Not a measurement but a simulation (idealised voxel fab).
Process module heading - voxel gate over fins
Pictured: cross-section cut, 220 nm wide, on a grid of 5 nm square cells.
Format of a cross-section: grid, square cells. Given as bands. Order: top down. Band: one or more rows of cells. Per band: top height and bottom height in nm, followed by the left-to-right materials and their widths in nm; "everywhere" marks a single material spanning edge to edge, "blank" marks empty space. Height reference: 0 = level under which incoming wafer is all one material. Lowest band: no bottom, runs on downward, e.g. "z 0 and below". Width: "30->40" (first number = top row, second number = bottom row, same change from row to row of cells). "nothing different" means the step left every cell of the cross-section as it was. In the "Closed cavity list" entry, you get each enclosed empty space of 8 cells or more, one with no open way to the top, written width x height at distance, distance from the left edge, in nm. What comes after the settings on a step's line is commentary from the simulator itself on that step. The setting "overlay nm" may be written on the line of a step. When the step uses a mask, the value reports how far to the right of the planned place the mask lay, and a negative value reports that it lay to the left.
## plan
| 1 | RECEIVE: material Si |
| 2 | CONFORMAL_DEP: material SiN, thk nm 10 |
| 3 | DIRECTIONAL_DEP: material aC, thk nm 15 |
| 4 | PATTERN: tone cover, mask id FINS, material resist, width nm 15, pitch nm 45, thk nm 30, overlay nm 0 |
| 5 | DIRECTIONAL_ETCH: etch materials aC, depth nm 15 |
| 6 | STRIP: etch materials resist |
| 7 | DIRECTIONAL_ETCH: etch materials SiN, depth nm 10 |
| 8 | DIRECTIONAL_ETCH: etch materials Si, depth nm 30 |
| 9 | STRIP: etch materials aC |
| 10 | FILL_DEP: material SiO2, thk nm 5 |
| 11 | CMP: height nm 10 |
| 12 | SELECTIVE_ETCH: etch materials SiO2, depth nm 20 |
| 13 | STRIP: etch materials SiN |
| 14 | CONFORMAL_DEP: material HfO2, thk nm 5 |
| 15 | CONFORMAL_DEP: material TiN, thk nm 5 |
| 16 | FILL_DEP: material W, thk nm 10 |
| 17 | CMP: height nm 15 |
| 18 | CONFORMAL_DEP: material SiCN, thk nm 10 |
## Wafer at receipt (post step 1), cross-section
	z 0 and below  Si everywhere
	Closed cavity list: none
## Wafer cross-section at module end: first of two, run to plan
	z 25 to 15  SiCN everywhere
	z 15 to 10  W everywhere
	z 10 to 5  W (45), TiN (35), W (10), TiN (35), W (10), TiN (35), W (50)
	z 5 to 0  W (45), TiN (5), HfO2 (25), TiN (5), W (10), TiN (5), HfO2 (25), TiN (5), W (10), TiN (5), HfO2 (25), TiN (5), W (50)
	z 0 to -5  TiN (50), HfO2 (5), Si (15), HfO2 (5), TiN (20), HfO2 (5), Si (15), HfO2 (5), TiN (20), HfO2 (5), Si (15), HfO2 (5), TiN (55)
	z -5 to -10  HfO2 (55), Si (15), HfO2 (30), Si (15), HfO2 (30), Si (15), HfO2 (60)
	z -10 to -30  SiO2 (55), Si (15), SiO2 (30), Si (15), SiO2 (30), Si (15), SiO2 (60)
	z -30 and below  Si everywhere
	Closed cavity list: none
## The second wafer, shown in cross-section after the module: started the same way as the first and given the same plan, yet one mistake crept into how it was run
	z 25 to 15  SiCN everywhere
	z 15 to 10  W everywhere
	z 10 to 5  W (40), TiN (35), W (10), TiN (35), W (10), TiN (35), W (55)
	z 5 to 0  W (40), TiN (5), HfO2 (25), TiN (5), W (10), TiN (5), HfO2 (25), TiN (5), W (10), TiN (5), HfO2 (25), TiN (5), W (55)
	z 0 to -5  TiN (45), HfO2 (5), Si (15), HfO2 (5), TiN (20), HfO2 (5), Si (15), HfO2 (5), TiN (20), HfO2 (5), Si (15), HfO2 (5), TiN (60)
	z -5 to -10  HfO2 (50), Si (15), HfO2 (30), Si (15), HfO2 (30), Si (15), HfO2 (65)
	z -10 to -30  SiO2 (50), Si (15), SiO2 (30), Si (15), SiO2 (30), Si (15), SiO2 (65)
	z -30 and below  Si everywhere
	Closed cavity list: none
Processing error: contrary to plan, step 4 was performed as PATTERN: tone cover, mask id FINS, material resist, width nm 15, pitch nm 45, thk nm 30, overlay nm -5
Heads up: at the end the two wafers have identical cell counts per material, they're just laid out differently.
